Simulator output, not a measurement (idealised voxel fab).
The process module presented herein is designated voxel self aligned contacts.
The figure presents cross-section cut, which has a width of 270 nm and is divided into square cells with an edge length of 5 nm.
In what follows, cross-sections appear as grids of square cells, described through bands that run from the top down, where every band is one or more rows of cells.
This entry defines a band. It first specifies the height of the band's top and the height of its bottom in nm, and then specifies the band's materials from left to right, stating each material with its width in nm. The word "everywhere" identifies a single material that fills the band from edge to edge, while the word "air" identifies empty space.
It should be noted that heights are counted from 0, beneath which the wafer as supplied is of one material throughout, and that the lowest band possesses no lower boundary but continues downward, as written in "0 and below".
Note: "30->40" means the width goes from the first number (top row of the band) to the second number (bottom row) in equal steps per row of cells.
Where a step carries "remains unaltered", the cross-section came out of it unchanged, cell for cell.
"Enclosed internal voids" specifies each empty space that is not open to the top and that occupies no fewer than 8 cells, using the form width x height at distance, the distance measured from the left edge and all three quantities in nm.
Step line, after settings: the simulator's comment on this step.
overlay nm: mask right of planned place by this much (step with mask). Neg. = left.
## These are the steps we planned for the process
1,RECEIVE, material Si
2,CONFORMAL_DEP, material SiO2, thk nm 5
3,DIRECTIONAL_DEP, material polySi, thk nm 20
4,DIRECTIONAL_DEP, material SiN, thk nm 20
5,DIRECTIONAL_DEP, material aC, thk nm 15
6,PATTERN, tone cover, mask id GATE, material resist, width nm 25, pitch nm 65, thk nm 30, overlay nm 0
7,DIRECTIONAL_ETCH, etch materials aC, depth nm 15
8,STRIP, etch materials resist
9,DIRECTIONAL_ETCH, etch materials SiN, depth nm 20
10,DIRECTIONAL_ETCH, etch materials polySi, depth nm 20
11,STRIP, etch materials aC
12,CONFORMAL_DEP, material SiN, thk nm 10
13,DIRECTIONAL_ETCH, etch materials SiN, depth nm 10
14,FILL_DEP, material SiO2, thk nm 15
15,CMP, height nm 55
16,MASKED_ETCH, tone open, mask id CONTACT, width nm 50, pitch nm 65, etch materials SiO2, depth nm 55, overlay nm 0
17,CONFORMAL_DEP, material TiN, thk nm 5
18,FILL_DEP, material W, thk nm 5
19,CMP, height nm 55
20,CONFORMAL_DEP, material SiCN, thk nm 5
The thk nm used in step 20 is not the same on every wafer, whereas the starting condition is; the value printed in the plan is the first wafer's.
## Cross-section of the first incoming wafer of several, state after step 1
0 and below  Si everywhere
Enclosed internal voids: none
## Note: the following table is arranged by wafer, a row apiece. Each row reports the end-of-module state: per material, cells gained (+) or cells lost (-) compared with the wafer as received; closed voids follow
thk nm 5 | +54 SiCN | +156 SiN | +266 SiO2 | +60 TiN | +52 W | +60 polySi | Enclosed internal voids: none
thk nm 10 | +108 SiCN | +156 SiN | +266 SiO2 | +60 TiN | +52 W | +60 polySi | Enclosed internal voids: none
thk nm 15 | +162 SiCN | +156 SiN | +266 SiO2 | +60 TiN | +52 W | +60 polySi | Enclosed internal voids: none
thk nm 20 | +216 SiCN | +156 SiN | +266 SiO2 | +60 TiN | +52 W | +60 polySi | Enclosed internal voids: none
